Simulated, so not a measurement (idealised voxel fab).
Module name: voxel local oxidation (process module)
It is cross-section cut that appears here, measuring 280 nm in width, its square cells being 5 nm in size.
Bands, listed from the top down, are how a cross-section gets written in this document; the cross-section itself is a grid of square cells, and a band is one or more rows of them. First you get the band's top height and its bottom height, in nm, and then the materials it's made of, left to right, with each width in nm. If you see a single material with "everywhere", that one covers the band edge to edge. "blank" is empty space. Measure heights from 0. That's the level where, below it, the as-received wafer is all one material. The lowest band is bottomless and extends downward; write it as in "z 0 and below". Quick explanation for "30..40": the width changes in equal steps down the rows of cells, from the first number in the band's top row to the second number in its bottom row. "identical to before" means the step left every cell of the cross-section as it was. "Closed internal voids" means: voids of 8 cells or more that are shut off from the top with no open way through. Written width x height at distance, distance from the left edge, in nm. That trailing text on a step's line, after the settings, is the simulator's own remark on the step. "overlay nm" denotes, for a step that has a mask, the displacement of the mask to the right of its planned place, with negative values corresponding to the left.

-- Intended process steps
1,RECEIVE (material Si)
2,CONFORMAL_DEP (material SiO2; thk nm 5)
3,CONFORMAL_DEP (material SiN; thk nm 15)
4,DIRECTIONAL_DEP (material aC; thk nm 15)
5,PATTERN (tone cover; mask id ACTIVE; material resist; width nm 125; thk nm 30; overlay nm 0)
6,DIRECTIONAL_ETCH (etch materials aC; depth nm 15)
7,STRIP (etch materials resist)
8,DIRECTIONAL_ETCH (etch materials SiN; depth nm 5)
9,STRIP (etch materials aC)
10,SELECTIVE_ETCH (etch materials SiO2; depth nm 5)
11,OXIDIZE (depth nm 15)
12,STRIP (etch materials SiN)
Be aware that, although all wafers share a common starting state, the depth nm at step 8 differs among them, and the plan displays the first wafer's value.

-- first wafer as received, after step 1
z 0 and below | Si everywhere
Closed internal voids: none

-- Wafer rows, end of module: cells per material gained (+) or lost (-) since receipt; closed voids last
depth nm 5; +56 SiO2; Closed internal voids: none
depth nm 10; +56 SiO2; Closed internal voids: none
depth nm 15; -117 Si; +140 SiO2; Closed internal voids: none
depth nm 20; -117 Si; +140 SiO2; Closed internal voids: none
depth nm 25; -117 Si; +140 SiO2; Closed internal voids: none
depth nm 30; -117 Si; +140 SiO2; Closed internal voids: none
